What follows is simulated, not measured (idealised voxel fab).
This section sets out a process module, namely voxel air gaps.
Cross-section cut: width 225 nm, square cells of 5 nm.
Heads up, the way a cross-section reads in here is a grid of square cells, handed over as bands from the top down, with every band being one or more rows of cells. Band: top and bottom heights (nm) first, top before bottom; then materials from left to right, widths in nm. "throughout" marks a sole material filling the band edge to edge. "empty" denotes empty space. Beneath 0, the wafer as received is one material, and that level is where height counting begins. The lowest band goes on downward without a bottom; it is written like "0..down". A width such as "30 to 40" changes by the same amount from each row of cells to the next, from the band's top row to its bottom row. Where the words "remained unchanged" appear for a step, the cross-section shows no cell changed by that step; every cell remained as before. This entry, "Closed-off voids", enumerates those empty regions of no fewer than 8 cells that possess no open connection to the top. Each region is reported in the form width x height at distance, the distance being taken from the left edge, with all three quantities expressed in nm. Where a step's line continues beyond its settings, the continuation is a remark by the simulator itself on that step. overlay nm: on a step with a mask, how far right of its planned place the mask lay; negative means left.
[List of planned process steps]
1 RECEIVE: material Si
2 CONFORMAL_DEP: material SiO2, thk nm 10
3 CONFORMAL_DEP: material SiCN, thk nm 5
4 DIRECTIONAL_DEP: material SiO2, thk nm 35
5 MASKED_ETCH: tone open, mask id LINES, width nm 15, pitch nm 40, etch materials SiO2, depth nm 35, overlay nm 0
6 CONFORMAL_DEP: material TiN, thk nm 5
7 FILL_DEP: material Cu, thk nm 5
8 CMP: height nm 50
9 EPI: material Ru, thk nm 10
10 SELECTIVE_ETCH: etch materials SiO2, depth nm 45
11 CONFORMAL_DEP: material SiCN, thk nm 5
[first wafer, as planned]
[As-received state of the wafer in cross-section, equivalent to post-step 1]
	0..down | Si throughout
	Closed-off voids: none
[Step 2 complete: cross-section through the wafer]
	10..0 | SiO2 throughout
	For the remainder of the cross-section, below 0, there is no change.
[Step 3 complete: cross-section through the wafer]
	15..10 | SiCN throughout
	For the remainder of the cross-section, below 10, there is no change.
[Step 4 complete: cross-section through the wafer]
	50..15 | SiO2 throughout
	For the remainder of the cross-section, below 15, there is no change.
[Step 5 complete: cross-section through the wafer]
	50..15 | 65 nm SiO2 | 15 nm empty | 25 nm SiO2 | 15 nm empty | 25 nm SiO2 | 15 nm empty | 65 nm SiO2
	For the remainder of the cross-section, below 15, there is no change.
[Step 6 complete: cross-section through the wafer]
	55..50 | 70 nm TiN | 5 nm empty | 35 nm TiN | 5 nm empty | 35 nm TiN | 5 nm empty | 70 nm TiN
	50..20 | 65 nm SiO2 | 5 nm TiN | 5 nm empty | 5 nm TiN | 25 nm SiO2 | 5 nm TiN | 5 nm empty | 5 nm TiN | 25 nm SiO2 | 5 nm TiN | 5 nm empty | 5 nm TiN | 65 nm SiO2
	20..15 | 65 nm SiO2 | 15 nm TiN | 25 nm SiO2 | 15 nm TiN | 25 nm SiO2 | 15 nm TiN | 65 nm SiO2
	For the remainder of the cross-section, below 15, there is no change.
[Step 7 complete: cross-section through the wafer]
	60..55 | Cu throughout
	55..50 | 70 nm TiN | 5 nm Cu | 35 nm TiN | 5 nm Cu | 35 nm TiN | 5 nm Cu | 70 nm TiN
	50..20 | 65 nm SiO2 | 5 nm TiN | 5 nm Cu | 5 nm TiN | 25 nm SiO2 | 5 nm TiN | 5 nm Cu | 5 nm TiN | 25 nm SiO2 | 5 nm TiN | 5 nm Cu | 5 nm TiN | 65 nm SiO2
	For the remainder of the cross-section, below 20, there is no change.
[Step 8 complete: cross-section through the wafer]
	50..20 | 65 nm SiO2 | 5 nm TiN | 5 nm Cu | 5 nm TiN | 25 nm SiO2 | 5 nm TiN | 5 nm Cu | 5 nm TiN | 25 nm SiO2 | 5 nm TiN | 5 nm Cu | 5 nm TiN | 65 nm SiO2
	For the remainder of the cross-section, below 20, there is no change.
[Step 9 complete: cross-section through the wafer]
	60..50 | 55 nm empty | 35 nm Ru | 5 nm empty | 35 nm Ru | 5 nm empty | 35 nm Ru | 55 nm empty
	For the remainder of the cross-section, below 50, there is no change.
[Step 10 complete: cross-section through the wafer]
	60..50 | 55 nm empty | 35 nm Ru | 5 nm empty | 35 nm Ru | 5 nm empty | 35 nm Ru | 55 nm empty
	50..20 | 65 nm empty | 5 nm TiN | 5 nm Cu | 5 nm TiN | 25 nm empty | 5 nm TiN | 5 nm Cu | 5 nm TiN | 25 nm empty | 5 nm TiN | 5 nm Cu | 5 nm TiN | 65 nm empty
	20..15 | 65 nm empty | 15 nm TiN | 25 nm empty | 15 nm TiN | 25 nm empty | 15 nm TiN | 65 nm empty
	For the remainder of the cross-section, below 15, there is no change.
[Step 11 complete: cross-section through the wafer]
	65..60 | 50 nm empty | 125 nm SiCN | 50 nm empty
	60..50 | 50 nm empty | 5 nm SiCN | 35 nm Ru | 5 nm SiCN | 35 nm Ru | 5 nm SiCN | 35 nm Ru | 5 nm SiCN | 50 nm empty
	50..45 | 50 nm empty | 15 nm SiCN | 5 nm TiN | 5 nm Cu | 5 nm TiN | 25 nm SiCN | 5 nm TiN | 5 nm Cu | 5 nm TiN | 25 nm SiCN | 5 nm TiN | 5 nm Cu | 5 nm TiN | 15 nm SiCN | 50 nm empty
	45..20 | 60 nm empty | 5 nm SiCN | 5 nm TiN | 5 nm Cu | 5 nm TiN | 5 nm SiCN | 15 nm empty | 5 nm SiCN | 5 nm TiN | 5 nm Cu | 5 nm TiN | 5 nm SiCN | 15 nm empty | 5 nm SiCN | 5 nm TiN | 5 nm Cu | 5 nm TiN | 5 nm SiCN | 60 nm empty
	20..15 | 65 nm SiCN | 15 nm TiN | 25 nm SiCN | 15 nm TiN | 25 nm SiCN | 15 nm TiN | 65 nm SiCN
	For the remainder of the cross-section, below 15, there is no change.
	Closed-off voids: 15 x 25 at 85; 15 x 25 at 125
[Regarding the second of the two wafers: it shared the first wafer's starting condition and process plan, yet one error occurred during its execution. Its history coincides with that of the first wafer up to and including step 4]
[Second wafer, section view, time point: scheduled end of step 5]
	50..15 | 70 nm SiO2 | 15 nm empty | 25 nm SiO2 | 15 nm empty | 25 nm SiO2 | 15 nm empty | 60 nm SiO2
	For the remainder of the cross-section, below 15, there is no change.
[Second wafer, section view, time point: scheduled end of step 6]
	55..50 | 75 nm TiN | 5 nm empty | 35 nm TiN | 5 nm empty | 35 nm TiN | 5 nm empty | 65 nm TiN
	50..20 | 70 nm SiO2 | 5 nm TiN | 5 nm empty | 5 nm TiN | 25 nm SiO2 | 5 nm TiN | 5 nm empty | 5 nm TiN | 25 nm SiO2 | 5 nm TiN | 5 nm empty | 5 nm TiN | 60 nm SiO2
	20..15 | 70 nm SiO2 | 15 nm TiN | 25 nm SiO2 | 15 nm TiN | 25 nm SiO2 | 15 nm TiN | 60 nm SiO2
	For the remainder of the cross-section, below 15, there is no change.
[Second wafer, section view, time point: scheduled end of step 7]
	60..55 | Cu throughout
	55..50 | 75 nm TiN | 5 nm Cu | 35 nm TiN | 5 nm Cu | 35 nm TiN | 5 nm Cu | 65 nm TiN
	50..20 | 70 nm SiO2 | 5 nm TiN | 5 nm Cu | 5 nm TiN | 25 nm SiO2 | 5 nm TiN | 5 nm Cu | 5 nm TiN | 25 nm SiO2 | 5 nm TiN | 5 nm Cu | 5 nm TiN | 60 nm SiO2
	For the remainder of the cross-section, below 20, there is no change.
[Second wafer, section view, time point: scheduled end of step 8]
	50..20 | 70 nm SiO2 | 5 nm TiN | 5 nm Cu | 5 nm TiN | 25 nm SiO2 | 5 nm TiN | 5 nm Cu | 5 nm TiN | 25 nm SiO2 | 5 nm TiN | 5 nm Cu | 5 nm TiN | 60 nm SiO2
	For the remainder of the cross-section, below 20, there is no change.
[Second wafer, section view, time point: scheduled end of step 9]
	60..50 | 60 nm empty | 35 nm Ru | 5 nm empty | 35 nm Ru | 5 nm empty | 35 nm Ru | 50 nm empty
	For the remainder of the cross-section, below 50, there is no change.
[Second wafer, section view, time point: scheduled end of step 10]
	60..50 | 60 nm empty | 35 nm Ru | 5 nm empty | 35 nm Ru | 5 nm empty | 35 nm Ru | 50 nm empty
	50..20 | 70 nm empty | 5 nm TiN | 5 nm Cu | 5 nm TiN | 25 nm empty | 5 nm TiN | 5 nm Cu | 5 nm TiN | 25 nm empty | 5 nm TiN | 5 nm Cu | 5 nm TiN | 60 nm empty
	20..15 | 70 nm empty | 15 nm TiN | 25 nm empty | 15 nm TiN | 25 nm empty | 15 nm TiN | 60 nm empty
	For the remainder of the cross-section, below 15, there is no change.
[Second wafer, section view, time point: scheduled end of step 11]
	65..60 | 55 nm empty | 125 nm SiCN | 45 nm empty
	60..50 | 55 nm empty | 5 nm SiCN | 35 nm Ru | 5 nm SiCN | 35 nm Ru | 5 nm SiCN | 35 nm Ru | 5 nm SiCN | 45 nm empty
	50..45 | 55 nm empty | 15 nm SiCN | 5 nm TiN | 5 nm Cu | 5 nm TiN | 25 nm SiCN | 5 nm TiN | 5 nm Cu | 5 nm TiN | 25 nm SiCN | 5 nm TiN | 5 nm Cu | 5 nm TiN | 15 nm SiCN | 45 nm empty
	45..20 | 65 nm empty | 5 nm SiCN | 5 nm TiN | 5 nm Cu | 5 nm TiN | 5 nm SiCN | 15 nm empty | 5 nm SiCN | 5 nm TiN | 5 nm Cu | 5 nm TiN | 5 nm SiCN | 15 nm empty | 5 nm SiCN | 5 nm TiN | 5 nm Cu | 5 nm TiN | 5 nm SiCN | 55 nm empty
	20..15 | 70 nm SiCN | 15 nm TiN | 25 nm SiCN | 15 nm TiN | 25 nm SiCN | 15 nm TiN | 60 nm SiCN
	For the remainder of the cross-section, below 15, there is no change.
	Closed-off voids: 15 x 25 at 90; 15 x 25 at 130
The plan and the run diverged here: step 5 changed vs plan, executed as MASKED_ETCH: tone open, mask id LINES, width nm 15, pitch nm 40, etch materials SiO2, depth nm 35, overlay nm 5
The two final wafers agree on how many cells each material fills and disagree on which cells those are.
